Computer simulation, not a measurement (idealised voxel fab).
process module | voxel self aligned contacts
cross-section cut | 210 nm wide | cells 5 nm
A cross-section is a grid of square cells, given in bands from the top down. A band is one or more rows of cells.
Each band's line starts with the height of the band's top and of its bottom, in nm. Then come its materials from left to right, each with its width in nm. One material with "throughout" fills the band from edge to edge. "air" is empty space.
Height 0 is the level under which the wafer as received is all one material. The lowest band goes on downwards, as in "0 down".
A width such as "30 to 40" changes by the same amount from each row of cells to the next, from the band's top row to its bottom row.
"no change" after a step means that no cell of the cross-section changed.
closed voids: empty space of 8 cells or more with no open way to the top, each as width x height at its distance from the left edge, in nm
after a step's settings: what the simulator itself notes on the step
overlay nm, on a step with a mask: how far to the right of its planned place the mask lay; to the left if negative
plan
1 op RECEIVE | material Si
2 op OXIDIZE | depth nm 5
3 op DIRECTIONAL_DEP | material polySi | thk nm 25
4 op DIRECTIONAL_DEP | material SiN | thk nm 20
5 op PATTERN | tone cover | mask id GATE | material resist | width nm 30 | pitch nm 55 | thk nm 15 | overlay nm 0
6 op DIRECTIONAL_ETCH | etch materials SiN | depth nm 20
7 op DIRECTIONAL_ETCH | etch materials polySi | depth nm 25
8 op STRIP | etch materials resist
9 op CONFORMAL_DEP | material SiN | thk nm 5
10 op DIRECTIONAL_ETCH | etch materials SiN | depth nm 5
11 op FILL_DEP | material SiO2 | thk nm 15
12 op CMP | height nm 55
13 op PATTERN | tone open | mask id CONTACT | material resist | width nm 35 | pitch nm 55 | thk nm 15 | overlay nm 0
14 op DIRECTIONAL_ETCH | etch materials SiO2 | depth nm 60
15 op STRIP | etch materials resist
16 op CONFORMAL_DEP | material TiN | thk nm 5
17 op FILL_DEP | material W | thk nm 10
18 op CMP | height nm 55
19 op CONFORMAL_DEP | material SiCN | thk nm 5
as received, after step 1
  0 down: Si throughout
  closed voids: none
first wafer at the end, as planned
  60 to 55: SiCN throughout
  55 to 45: SiO2 60 | TiN 5 to 15 | W 25 to 5 | TiN 5 to 15 | SiO2 20 | TiN 5 to 15 | W 25 to 5 | TiN 5 to 15 | SiO2 60
  45 to 25: SiO2 30 | SiN 40 | TiN 5 | W 5 | TiN 5 | SiN 40 | TiN 5 | W 5 | TiN 5 | SiN 40 | SiO2 30
  25 to 0: SiO2 30 | SiN 5 | polySi 30 | SiN 5 | TiN 5 | W 5 | TiN 5 | SiN 5 | polySi 30 | SiN 5 | TiN 5 | W 5 | TiN 5 | SiN 5 | polySi 30 | SiN 5 | SiO2 30
  0 to -5: SiO2 70 | TiN 15 | SiO2 40 | TiN 15 | SiO2 70
  -5 down: Si throughout
  closed voids: none
second wafer at the end: like start, like plan, one mistake
  60 to 55: SiCN throughout
  55 to 45: SiO2 65 | TiN 5 to 10 | W 15 to 5 | TiN 5 to 10 | SiO2 30 | TiN 5 to 10 | W 15 to 5 | TiN 5 to 10 | SiO2 65
  45 to 25: SiO2 30 | SiN 40 | TiN 5 | W 5 | TiN 5 | SiN 40 | TiN 5 | W 5 | TiN 5 | SiN 40 | SiO2 30
  25 to 0: SiO2 30 | SiN 5 | polySi 30 | SiN 5 | TiN 5 | W 5 | TiN 5 | SiN 5 | polySi 30 | SiN 5 | TiN 5 | W 5 | TiN 5 | SiN 5 | polySi 30 | SiN 5 | SiO2 30
  0 to -5: SiO2 70 | TiN 15 | SiO2 40 | TiN 15 | SiO2 70
  -5 down: Si throughout
  closed voids: none
what went wrong: step 13 ran as: op PATTERN | tone open | mask id CONTACT | material resist | width nm 25 | pitch nm 55 | thk nm 15 | overlay nm 0
at the end the second wafer has, in cells: 8 more of SiO2 | 4 fewer of TiN | 4 fewer of W
